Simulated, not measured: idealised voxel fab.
process module | voxel double patterning
cross-section cut | 175 nm wide | cells 5 nm
A cross-section is a grid of square cells, given in bands from the top down. A band is one or more rows of cells.
Each band's line starts with the height of the band's top and of its bottom, in nm. Then come its materials from left to right, each with its width in nm. One material with "throughout" fills the band from edge to edge. "air" is empty space.
Height 0 is the level under which the wafer as received is all one material. The lowest band goes on downwards, as in "0 down".
A width such as "30 to 40" changes by the same amount from each row of cells to the next, from the band's top row to its bottom row.
"no change" after a step means that no cell of the cross-section changed.
closed voids: empty space of 8 cells or more with no open way to the top, each as width x height at its distance from the left edge, in nm
after a step's settings: what the simulator itself notes on the step
overlay nm, on a step with a mask: how far to the right of its planned place the mask lay; to the left if negative
plan
1 op RECEIVE | material Si
2 op CONFORMAL_DEP | material SiO2 | thk nm 10
3 op DIRECTIONAL_DEP | material W | thk nm 10
4 op DIRECTIONAL_DEP | material SiCN | thk nm 5
5 op DIRECTIONAL_DEP | material aC | thk nm 10
6 op PATTERN | tone open | mask id FIRST | material resist | width nm 15 | pitch nm 50 | thk nm 25 | overlay nm 0
7 op DIRECTIONAL_ETCH | etch materials aC | depth nm 10
8 op STRIP | etch materials resist
9 op DIRECTIONAL_ETCH | etch materials SiCN | depth nm 5
10 op STRIP | etch materials aC
11 op PATTERN | tone open | mask id SECOND | material resist | width nm 15 | pitch nm 50 | thk nm 15 | overlay nm 0
12 op DIRECTIONAL_ETCH | etch materials SiCN | depth nm 5
13 op STRIP | etch materials resist
14 op DIRECTIONAL_ETCH | etch materials W | depth nm 10
15 op STRIP | etch materials SiCN
varied across the wafers: width nm of step 11. The plan shows the first wafer's value. All wafers start alike
first wafer as received, after step 1
  0 down: Si throughout
  closed voids: none
each wafer at the end: cells of each material gained (+) or lost (-) since it was received, then its closed voids
width nm 15 | +70 SiO2 | +40 W | closed voids: none
width nm 20 | +70 SiO2 | +36 W | closed voids: none
width nm 25 | +70 SiO2 | +32 W | closed voids: none
width nm 30 | +70 SiO2 | +28 W | closed voids: none
